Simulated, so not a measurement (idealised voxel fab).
The following process module bears the name voxel wiring stack.
Shown is cross-section cut, with a width of 185 nm and square cells of size 5 nm.
Cross-sections here: square-cell grids, written as top-down lists of bands, a band being one or more rows of cells.
What a band's entry tells you: where the top is and where the bottom is, as heights in nm, and after that what lies inside, material by material from left to right, each with its width in nm. Empty space is written as the word "empty", and a single material marked with the word "full width" occupies the band from edge to edge.
Height datum 0, below which the as-received substrate wafer is one material. Lowest band open at the bottom, running downward: "0 down".
You'd read "30 to 40" like this: the band's top row of cells is as wide as the first number, its bottom row is as wide as the second, and going down, every row changes width by the same amount as the row before did.
Take "remains unaltered" at face value: in the step it is given for, the cross-section changed in none of its cells.
The entry titled "Trapped cavities" provides the empty spaces that have no open way to the top, restricted to those of 8 cells or more. Each is presented as width x height at distance, the distance being measured from the left edge, with all three in nm.
Whatever follows a step's settings on its line is a remark the simulator itself makes about that step.
If you see "overlay nm" on a step's line and that step has a mask, it's telling you how far right of where it was planned the mask ended up; a negative number means it went left instead.
Planned process steps
1,RECEIVE [material Si]
2,CONFORMAL_DEP [material SiO2] [thk nm 15]
3,CONFORMAL_DEP [material SiCN] [thk nm 5]
4,DIRECTIONAL_DEP [material SiO2] [thk nm 20]
5,MASKED_ETCH [tone open] [mask id METAL_1] [width nm 30] [pitch nm 60] [etch materials SiO2] [depth nm 20] [overlay nm 0]
6,MASKED_ETCH [tone open] [mask id METAL_1] [width nm 30] [pitch nm 60] [etch materials SiCN] [depth nm 5] [overlay nm 0]
7,CONFORMAL_DEP [material TiN] [thk nm 5]
8,FILL_DEP [material Ru] [thk nm 10]
9,CMP [height nm 40]
10,CONFORMAL_DEP [material SiCN] [thk nm 5]
11,DIRECTIONAL_DEP [material SiO2] [thk nm 25]
12,PATTERN [tone open] [mask id METAL_2] [material resist] [width nm 30] [pitch nm 60] [thk nm 15] [overlay nm 0]
13,DIRECTIONAL_ETCH [etch materials SiO2] [depth nm 15]
14,STRIP [etch materials resist]
15,MASKED_ETCH [tone open] [mask id METAL_2_HOLES] [width nm 15] [pitch nm 60] [etch materials SiO2] [depth nm 10] [overlay nm 0]
16,MASKED_ETCH [tone open] [mask id METAL_2_HOLES] [width nm 15] [pitch nm 60] [etch materials SiCN] [depth nm 5] [overlay nm 0]
17,CONFORMAL_DEP [material TiN] [thk nm 5]
18,FILL_DEP [material Cu] [thk nm 10]
19,CMP [height nm 70]
20,CONFORMAL_DEP [material SiCN] [thk nm 5]
21,DIRECTIONAL_DEP [material SiO2] [thk nm 35]
22,MASKED_ETCH [tone open] [mask id METAL_3_HOLES] [width nm 15] [pitch nm 120] [etch materials SiO2] [depth nm 35] [overlay nm 0]
23,MASKED_ETCH [tone open] [mask id METAL_3] [width nm 30] [pitch nm 60] [etch materials SiO2] [depth nm 20] [overlay nm 0]
24,MASKED_ETCH [tone open] [mask id METAL_3] [width nm 30] [pitch nm 60] [etch materials SiCN] [depth nm 5] [overlay nm 0]
25,CONFORMAL_DEP [material TiN] [thk nm 5]
26,FILL_DEP [material Ru] [thk nm 5]
27,CMP [height nm 110]
28,CONFORMAL_DEP [material SiCN] [thk nm 5]
Step 1 complete: cross-section of the wafer as received
    0 down = Si full width
    Trapped cavities: none
The module was run from the start shown above using the plan shown above, but one mistake was made doing it; the resulting wafer cross-section is below
    115 to 110 = SiCN full width
    110 to 95 = SiO2 15, then TiN 5, then Ru 20, then TiN 5, then SiO2 30, then TiN 5, then Ru 20, then TiN 5, then SiO2 30, then TiN 5, then Ru 20, then TiN 5, then SiO2 20
    95 to 90 = SiO2 15, then TiN 5, then Ru 5, then TiN 20, then SiO2 30, then TiN 30, then SiO2 30, then TiN 5, then Ru 5, then TiN 20, then SiO2 20
    90 to 75 = SiO2 15, then TiN 5, then Ru 5, then TiN 5, then SiO2 105, then TiN 5, then Ru 5, then TiN 5, then SiO2 35
    75 to 70 = SiCN 15, then TiN 15, then SiCN 105, then TiN 15, then SiCN 35
    70 to 60 = SiO2 15, then TiN 5, then Cu 20, then TiN 5, then SiO2 30, then TiN 5, then Cu 20, then TiN 5, then SiO2 30, then TiN 5, then Cu 20, then TiN 5, then SiO2 20
    60 to 50 = SiO2 15, then TiN 5, then Cu 5, then TiN 20 to 5, then SiO2 30 to 45, then TiN 5, then Cu 5, then TiN 20 to 5, then SiO2 30 to 45, then TiN 5, then Cu 5, then TiN 20 to 5, then SiO2 20 to 35
    50 to 45 = SiO2 15, then TiN 15, then SiO2 45, then TiN 15, then SiO2 45, then TiN 15, then SiO2 35
    45 to 40 = SiCN 25, then TiN 5, then SiCN 55, then TiN 5, then SiCN 55, then TiN 5, then SiCN 35
    40 to 20 = SiO2 15, then TiN 5, then Ru 20, then TiN 5, then SiO2 30, then TiN 5, then Ru 20, then TiN 5, then SiO2 30, then TiN 5, then Ru 20, then TiN 5, then SiO2 20
    20 to 15 = SiCN 15, then TiN 30, then SiCN 30, then TiN 30, then SiCN 30, then TiN 30, then SiCN 20
    15 to 0 = SiO2 full width
    0 down = Si full width
    Trapped cavities: none
Diagnosis: not per plan at step 16, really ran MASKED_ETCH [tone open] [mask id METAL_2_HOLES] [width nm 15] [pitch nm 60] [etch materials SiCN] [depth nm 5] [overlay nm 10]
